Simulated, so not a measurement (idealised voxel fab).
process module | voxel capacitor over wiring
cross-section cut | 280 nm wide | cells 5 nm
A cross-section is a grid of square cells, given in bands from the top down. A band is one or more rows of cells.
Each band's line starts with the height of the band's top and of its bottom, in nm. Then come its materials from left to right, each with its width in nm. One material with "throughout" fills the band from edge to edge. "air" is empty space.
Height 0 is the level under which the wafer as received is all one material. The lowest band goes on downwards, as in "0 down".
A width such as "30 to 40" changes by the same amount from each row of cells to the next, from the band's top row to its bottom row.
"no change" after a step means that no cell of the cross-section changed.
closed voids: empty space of 8 cells or more with no open way to the top, each as width x height at its distance from the left edge, in nm
after a step's settings: what the simulator itself notes on the step
overlay nm, on a step with a mask: how far to the right of its planned place the mask lay; to the left if negative
plan
1 op RECEIVE | material Si
2 op CONFORMAL_DEP | material SiO2 | thk nm 10
3 op DIRECTIONAL_DEP | material TiN | thk nm 5
4 op DIRECTIONAL_DEP | material W | thk nm 20
5 op PATTERN | tone cover | mask id METAL_1 | material resist | width nm 20 | pitch nm 75 | thk nm 15 | overlay nm 0
6 op DIRECTIONAL_ETCH | etch materials W | depth nm 20
7 op DIRECTIONAL_ETCH | etch materials TiN | depth nm 5
8 op STRIP | etch materials resist
9 op FILL_DEP | material lowk | thk nm 5
10 op CMP | height nm 35
11 op CONFORMAL_DEP | material SiCN | thk nm 5
12 op DIRECTIONAL_DEP | material SiO2 | thk nm 20
13 op DIRECTIONAL_DEP | material aC | thk nm 15
14 op PATTERN | tone open | mask id PLUG_1 | material resist | width nm 15 | thk nm 35 | overlay nm 0
15 op DIRECTIONAL_ETCH | etch materials aC | depth nm 15
16 op STRIP | etch materials resist
17 op DIRECTIONAL_ETCH | etch materials SiO2 | depth nm 20
18 op DIRECTIONAL_ETCH | etch materials SiCN | depth nm 5
19 op STRIP | etch materials aC
20 op EPI | material Ru | thk nm 10
21 op EPI | material Ru | thk nm 10
22 op EPI | material Ru | thk nm 5
23 op DIRECTIONAL_DEP | material TiN | thk nm 5
24 op DIRECTIONAL_DEP | material SiN | thk nm 5
25 op DIRECTIONAL_DEP | material TiN | thk nm 5
26 op PATTERN | tone cover | mask id UPPER_PLATE | material resist | width nm 60 | thk nm 20 | overlay nm 0
27 op DIRECTIONAL_ETCH | etch materials TiN | depth nm 5
28 op DIRECTIONAL_ETCH | etch materials SiN | depth nm 5
29 op STRIP | etch materials resist
30 op MASKED_ETCH | tone cover | mask id LOWER_PLATE | width nm 70 | etch materials TiN | depth nm 5 | overlay nm 0
31 op FILL_DEP | material SiO2 | thk nm 15
32 op CMP | height nm 85
33 op MASKED_ETCH | tone open | mask id PLUG_2 | width nm 15 | etch materials SiO2 | depth nm 10 | overlay nm 0
34 op CONFORMAL_DEP | material TiN | thk nm 5
35 op FILL_DEP | material Cu | thk nm 5
36 op CMP | height nm 85
37 op CONFORMAL_DEP | material SiCN | thk nm 5
varied across the wafers: thk nm of step 3. The plan shows the first wafer's value. All wafers start alike
first wafer as received, after step 1
  0 down: Si throughout
  closed voids: none
first wafer at the end, after step 37
  90 to 85: SiCN throughout
  85 to 80: SiO2 105 | TiN 5 | Cu 5 | TiN 5 | SiO2 160
  80 to 70: SiO2 105 to 95 | TiN 15 to 60 | SiO2 160 to 125
  70 to 65: SiO2 95 | SiN 60 | SiO2 125
  65 to 60: SiO2 90 | TiN 70 | SiO2 120
  60 to 40: SiO2 95 | Ru 15 | SiO2 170
  40 to 35: SiCN 95 | Ru 15 | SiCN 170
  35 to 15: lowk 90 | W 20 | lowk 55 | W 20 | lowk 95
  15 to 10: lowk 90 | TiN 20 | lowk 55 | TiN 20 | lowk 95
  10 to 0: SiO2 throughout
  0 down: Si throughout
  closed voids: none
last wafer at the end
  90 to 85: SiCN throughout
  85 to 80: SiO2 105 | TiN 5 | Cu 5 | TiN 5 | SiO2 160
  80 to 70: SiO2 105 to 95 | TiN 15 to 60 | SiO2 160 to 125
  70 to 65: SiO2 95 | SiN 60 | SiO2 125
  65 to 60: SiO2 90 | TiN 70 | SiO2 120
  60 to 40: SiO2 95 | Ru 15 | SiO2 170
  40 to 35: SiCN 95 | Ru 15 | SiCN 170
  35 to 30: lowk 90 | W 20 | lowk 55 | W 20 | lowk 95
  30 to 25: lowk 90 | TiN 20 | lowk 55 | TiN 20 | lowk 95
  25 to 10: TiN throughout
  10 to 0: SiO2 throughout
  0 down: Si throughout
  closed voids: none
each wafer at the end: cells of each material gained (+) or lost (-) since it was received, then its closed voids
thk nm 5 | +1 Cu | +15 Ru | +109 SiCN | +12 SiN | +560 SiO2 | +39 TiN | +32 W | +240 lowk | closed voids: none
thk nm 10 | +1 Cu | +15 Ru | +109 SiCN | +12 SiN | +560 SiO2 | +95 TiN | +24 W | +192 lowk | closed voids: none
thk nm 15 | +1 Cu | +15 Ru | +109 SiCN | +12 SiN | +560 SiO2 | +151 TiN | +16 W | +144 lowk | closed voids: none
thk nm 20 | +1 Cu | +15 Ru | +109 SiCN | +12 SiN | +560 SiO2 | +207 TiN | +8 W | +96 lowk | closed voids: none
